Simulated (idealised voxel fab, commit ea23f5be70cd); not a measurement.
process module | voxel released beams
cross-section cut | 170 nm wide | cells 5 nm
A cross-section is a grid of square cells, given in bands from the top down. A band is one or more rows of cells.
Each band's line starts with the height of the band's top and of its bottom, in nm. Then come its materials from left to right, each with its width in nm. One material with "throughout" fills the band from edge to edge. "air" is empty space.
Height 0 is the level under which the wafer as received is all one material. The lowest band goes on downwards, as in "0 down".
A width such as "30 to 40" changes by the same amount from each row of cells to the next, from the band's top row to its bottom row.
"no change" after a step means that no cell of the cross-section changed.
closed voids: empty space of 8 cells or more with no open way to the top, each as width x height at its distance from the left edge, in nm
after a step's settings: what the simulator itself notes on the step
overlay nm, on a step with a mask: how far to the right of its planned place the mask lay; to the left if negative
plan
1 op RECEIVE | material Si
2 op CONFORMAL_DEP | material SiN | thk nm 5
3 op DIRECTIONAL_DEP | material SiO2 | thk nm 10
4 op DIRECTIONAL_DEP | material aC | thk nm 10
5 op PATTERN | tone open | mask id ANCHOR | material resist | width nm 25 | thk nm 25 | overlay nm 0
6 op DIRECTIONAL_ETCH | etch materials aC | depth nm 10
7 op STRIP | etch materials resist
8 op DIRECTIONAL_ETCH | etch materials SiO2 | depth nm 10
9 op STRIP | etch materials aC
10 op CONFORMAL_DEP | material TiN | thk nm 10
11 op DIRECTIONAL_DEP | material aC | thk nm 15
12 op PATTERN | tone cover | mask id BEAM | material resist | width nm 85 | thk nm 35 | overlay nm 0
13 op DIRECTIONAL_ETCH | etch materials aC | depth nm 15
14 op STRIP | etch materials resist
15 op DIRECTIONAL_ETCH | etch materials TiN | depth nm 10
16 op STRIP | etch materials aC
17 op STRIP | etch materials SiO2
as received, after step 1
  0 down: Si throughout
  closed voids: none
a wafer at the end: this start, this plan, one mistake
  25 to 15: air 40 | TiN 40 | air 90
  15 to 5: air 35 | TiN 10 | SiO2 25 | TiN 55 | air 45
  5 to 0: SiN throughout
  0 down: Si throughout
  closed voids: none
what went wrong: step 5 ran as: op PATTERN | tone cover | mask id ANCHOR | material resist | width nm 25 | thk nm 25 | overlay nm 0
